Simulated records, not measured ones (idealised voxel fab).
process module | voxel wiring stack
cross-section cut | 200 nm wide | cells 5 nm
A cross-section is a grid of square cells, given in bands from the top down. A band is one or more rows of cells.
Each band's line starts with the height of the band's top and of its bottom, in nm. Then come its materials from left to right, each with its width in nm. One material with "throughout" fills the band from edge to edge. "air" is empty space.
Height 0 is the level under which the wafer as received is all one material. The lowest band goes on downwards, as in "0 down".
A width such as "30 to 40" changes by the same amount from each row of cells to the next, from the band's top row to its bottom row.
"no change" after a step means that no cell of the cross-section changed.
closed voids: empty space of 8 cells or more with no open way to the top, each as width x height at its distance from the left edge, in nm
after a step's settings: what the simulator itself notes on the step
overlay nm, on a step with a mask: how far to the right of its planned place the mask lay; to the left if negative
plan
1 op RECEIVE | material Si
2 op CONFORMAL_DEP | material SiO2 | thk nm 10
3 op CONFORMAL_DEP | material SiN | thk nm 5
4 op DIRECTIONAL_DEP | material SiO2 | thk nm 25
5 op MASKED_ETCH | tone open | mask id METAL_1 | width nm 25 | pitch nm 55 | etch materials SiO2 | depth nm 25 | overlay nm 0
6 op MASKED_ETCH | tone open | mask id METAL_1 | width nm 25 | pitch nm 55 | etch materials SiN | depth nm 5 | overlay nm 0
7 op CONFORMAL_DEP | material TiN | thk nm 5
8 op FILL_DEP | material W | thk nm 5
9 op CMP | height nm 40
10 op EPI | material Ru | thk nm 5
11 op FILL_DEP | material SiCN | thk nm 5
12 op DIRECTIONAL_DEP | material lowk | thk nm 25
13 op PATTERN | tone open | mask id METAL_2 | material resist | width nm 25 | pitch nm 55 | thk nm 15 | overlay nm 0
14 op DIRECTIONAL_ETCH | etch materials lowk | depth nm 15
15 op STRIP | etch materials resist
16 op MASKED_ETCH | tone open | mask id METAL_2_HOLES | width nm 15 | pitch nm 55 | etch materials lowk | depth nm 10 | overlay nm 0
17 op MASKED_ETCH | tone open | mask id METAL_2_HOLES | width nm 15 | pitch nm 55 | etch materials SiCN | depth nm 5 | overlay nm 0
18 op CONFORMAL_DEP | material TiN | thk nm 5
19 op FILL_DEP | material Cu | thk nm 5
20 op CMP | height nm 75
21 op CONFORMAL_DEP | material SiN | thk nm 5
as received, after step 1
  0 down: Si throughout
  closed voids: none
first wafer at the end, as planned
  80 to 75: SiN throughout
  75 to 65: lowk 60 | TiN 5 | Cu 15 | TiN 5 | lowk 30 | TiN 5 | Cu 15 | TiN 5 | lowk 60
  65 to 60: lowk 60 | TiN 5 | Cu 5 | TiN 15 | lowk 30 | TiN 5 | Cu 5 | TiN 15 | lowk 60
  60 to 50: lowk 60 | TiN 5 | Cu 5 | TiN 5 | lowk 40 | TiN 5 | Cu 5 | TiN 5 | lowk 70
  50 to 45: SiCN 60 | TiN 15 | SiCN 40 | TiN 15 | SiCN 70
  45 to 40: SiCN 55 | Ru 35 | SiCN 20 | Ru 35 | SiCN 55
  40 to 15: SiO2 60 | TiN 5 | W 15 | TiN 5 | SiO2 30 | TiN 5 | W 15 | TiN 5 | SiO2 60
  15 to 10: SiN 60 | TiN 25 | SiN 30 | TiN 25 | SiN 60
  10 to 0: SiO2 throughout
  0 down: Si throughout
  closed voids: none
second wafer at the end: like start, like plan, one mistake
  80 to 75: SiN throughout
  75 to 50: lowk throughout
  50 to 45: SiCN throughout
  45 to 40: SiCN 55 | Ru 35 | SiCN 20 | Ru 35 | SiCN 55
  40 to 15: SiO2 60 | TiN 5 | W 15 | TiN 5 | SiO2 30 | TiN 5 | W 15 | TiN 5 | SiO2 60
  15 to 10: SiN 60 | TiN 25 | SiN 30 | TiN 25 | SiN 60
  10 to 0: SiO2 throughout
  0 down: Si throughout
  closed voids: none
what went wrong: step 12 was run twice
at the end the second wafer has, in cells: 18 fewer of Cu | 6 more of SiCN | 30 fewer of TiN | 42 more of lowk
